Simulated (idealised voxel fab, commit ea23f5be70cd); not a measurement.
process module | voxel spacer lines
cross-section cut | 285 nm wide | cells 5 nm
A cross-section is a grid of square cells, given in bands from the top down. A band is one or more rows of cells.
Each band's line starts with the height of the band's top and of its bottom, in nm. Then come its materials from left to right, each with its width in nm. One material with "throughout" fills the band from edge to edge. "air" is empty space.
Height 0 is the level under which the wafer as received is all one material. The lowest band goes on downwards, as in "0 down".
A width such as "30 to 40" changes by the same amount from each row of cells to the next, from the band's top row to its bottom row.
"no change" after a step means that no cell of the cross-section changed.
closed voids: empty space of 8 cells or more with no open way to the top, each as width x height at its distance from the left edge, in nm
after a step's settings: what the simulator itself notes on the step
overlay nm, on a step with a mask: how far to the right of its planned place the mask lay; to the left if negative
plan
1 op RECEIVE | material Si
2 op CONFORMAL_DEP | material Al2O3 | thk nm 10
3 op DIRECTIONAL_DEP | material W | thk nm 10
4 op DIRECTIONAL_DEP | material polySi | thk nm 30
5 op PATTERN | tone cover | mask id MANDREL | material resist | width nm 20 | pitch nm 60 | thk nm 40 | overlay nm 0
6 op DIRECTIONAL_ETCH | etch materials polySi | depth nm 30
7 op STRIP | etch materials resist
8 op CONFORMAL_DEP | material SiO2 | thk nm 10
9 op DIRECTIONAL_ETCH | etch materials SiO2 | depth nm 10
10 op STRIP | etch materials polySi
11 op DIRECTIONAL_ETCH | etch materials W | depth nm 10
12 op STRIP | etch materials SiO2
first wafer, as planned
as received, after step 1
  0 down: Si throughout
  closed voids: none
after step 2
  10 to 0: Al2O3 throughout
  below 0: unchanged
after step 3
  20 to 10: W throughout
  below 10: unchanged
after step 4
  50 to 20: polySi throughout
  below 20: unchanged
after step 5
  90 to 50: air 100 | resist 20 | air 40 | resist 20 | air 105
  below 50: unchanged
after step 6
  90 to 50: air 100 | resist 20 | air 40 | resist 20 | air 105
  50 to 20: air 100 | polySi 20 | air 40 | polySi 20 | air 105
  below 20: unchanged
after step 7
  50 to 20: air 100 | polySi 20 | air 40 | polySi 20 | air 105
  below 20: unchanged
after step 8
  60 to 50: air 90 | SiO2 40 | air 20 | SiO2 40 | air 95
  50 to 30: air 90 | SiO2 10 | polySi 20 | SiO2 10 | air 20 | SiO2 10 | polySi 20 | SiO2 10 | air 95
  30 to 20: SiO2 100 | polySi 20 | SiO2 40 | polySi 20 | SiO2 105
  below 20: unchanged
after step 9
  50 to 20: air 90 | SiO2 10 | polySi 20 | SiO2 10 | air 20 | SiO2 10 | polySi 20 | SiO2 10 | air 95
  below 20: unchanged
after step 10
  50 to 20: air 90 | SiO2 10 | air 20 | SiO2 10 | air 20 | SiO2 10 | air 20 | SiO2 10 | air 95
  below 20: unchanged
after step 11
  50 to 20: air 90 | SiO2 10 | air 20 | SiO2 10 | air 20 | SiO2 10 | air 20 | SiO2 10 | air 95
  20 to 10: air 90 | W 10 | air 20 | W 10 | air 20 | W 10 | air 20 | W 10 | air 95
  below 10: unchanged
after step 12
  20 to 10: air 90 | W 10 | air 20 | W 10 | air 20 | W 10 | air 20 | W 10 | air 95
  below 10: unchanged
second wafer: like start, like plan, one mistake. Through step 3 it matches the first wafer
when step 4 should have ended
  50 to 20: Al2O3 throughout
  below 20: unchanged
when step 5 should have ended
  90 to 50: air 100 | resist 20 | air 40 | resist 20 | air 105
  below 50: unchanged
when step 6 should have ended: no change
when step 7 should have ended
  50 to 20: Al2O3 throughout
  below 20: unchanged
when step 8 should have ended
  60 to 50: SiO2 throughout
  below 50: unchanged
when step 9 should have ended
  50 to 20: Al2O3 throughout
  below 20: unchanged
when step 10 should have ended: no change
when step 11 should have ended: no change
when step 12 should have ended: no change
what went wrong: step 4 ran as: op DIRECTIONAL_DEP | material Al2O3 | thk nm 30
at the end the second wafer has, in cells: 342 more of Al2O3 | 98 more of W
